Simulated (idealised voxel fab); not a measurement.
Process module heading - voxel self aligned contacts
Cross-section cut: width 210 nm, square cells of 5 nm.
The cross-sections in this document take the form of a grid made of square cells. They are written out as bands, in order from top to bottom. Each band consists of one or more rows of cells.
In this notation a band is specified by the heights of its top and bottom, in that order and in nm, after which its materials appear from left to right, each paired with its width in nm. The word "throughout" attached to a single material means that material fills the band from edge to edge; the word "blank" stands for empty space.
Convention: height 0 is the level below which the wafer, as received, is all one material. The lowest band does not terminate at the bottom but continues downward, represented as "0 nm and below".
So if you see something like "30->40" for the width, read it as the top row of the band sitting at the first number and the bottom row at the second, with every row in between moving by the same amount as the last.
For the purposes of this document, the phrase "nothing different" attached to a step denotes that no cell within the cross-section was modified by that step.
"Tabulated closed voids" contains a list of empty spaces, each no smaller than 8 cells and without an open way to the top, written in the form width x height at distance with the distance from the left edge and all three in nm.
Read whatever lies past the settings on a step's line as the simulator's own remark about the step.
"overlay nm" on a masked step: distance the mask lay right of its planned place, negative for left.

-- Steps in the process plan
1. RECEIVE | material Si
2. CONFORMAL_DEP | material SiO2 | thk nm 5
3. DIRECTIONAL_DEP | material polySi | thk nm 30
4. DIRECTIONAL_DEP | material SiN | thk nm 15
5. MASKED_ETCH | tone cover | mask id GATE | width nm 30 | pitch nm 55 | etch materials SiN | depth nm 15 | overlay nm 0
6. MASKED_ETCH | tone cover | mask id GATE | width nm 30 | pitch nm 55 | etch materials polySi | depth nm 30 | overlay nm 0
7. CONFORMAL_DEP | material SiN | thk nm 5
8. DIRECTIONAL_ETCH | etch materials SiN | depth nm 5
9. FILL_DEP | material SiO2 | thk nm 20
10. CMP | height nm 60
11. MASKED_ETCH | tone open | mask id CONTACT | width nm 35 | etch materials SiO2 | depth nm 60 | overlay nm 0
12. CONFORMAL_DEP | material TiN | thk nm 5
13. FILL_DEP | material Ru | thk nm 5
14. CMP | height nm 60
15. CONFORMAL_DEP | material SiCN | thk nm 5

-- As-received wafer cross-section (after step 1)
    0 nm and below  Si throughout
    Tabulated closed voids: none

-- First of two wafers: cross-section at end of module, run per plan
    65 nm to 60 nm  SiCN throughout
    60 nm to 50 nm  SiO2=85; TiN=5->15; Ru=25->5; TiN=5->15; SiO2=90
    50 nm to 35 nm  SiO2=55; SiN=40; TiN=5; Ru=5; TiN=5; SiN=40; SiO2=60
    35 nm to 5 nm  SiO2=55; SiN=5; polySi=30; SiN=5; TiN=5; Ru=5; TiN=5; SiN=5; polySi=30; SiN=5; SiO2=60
    5 nm to 0 nm  SiO2=95; TiN=15; SiO2=100
    0 nm and below  Si throughout
    Tabulated closed voids: none

-- Module end: cross-section of wafer two of two. Same start and process plan as the first wafer. One mistake during execution
    65 nm to 60 nm  SiCN throughout
    60 nm to 50 nm  SiO2=85; TiN=5->15; Ru=25->5; TiN=5->15; SiO2=90
    50 nm to 40 nm  SiO2=55; SiN=40; TiN=5; Ru=5; TiN=5; SiN=40; SiO2=60
    40 nm to 35 nm  SiO2=55; SiN=40; TiN=15; SiN=40; SiO2=60
    35 nm to 5 nm  SiO2=50; SiN=5; polySi=40; SiN=5; TiN=5; SiN=5; polySi=40; SiN=5; SiO2=55
    5 nm to 0 nm  SiO2=100; TiN=5; SiO2=105
    0 nm and below  Si throughout
    Tabulated closed voids: none
Short version of what went wrong: so step 6 ended up running with a different setting than we planned, it ran as MASKED_ETCH | tone cover | mask id GATE | width nm 40 | pitch nm 55 | etch materials polySi | depth nm 30 | overlay nm 0
The second wafer ends with more or fewer cells of some materials than the first, per final count: Ru: 7 fewer; SiO2: 10 fewer; TiN: 7 fewer; polySi: 24 more
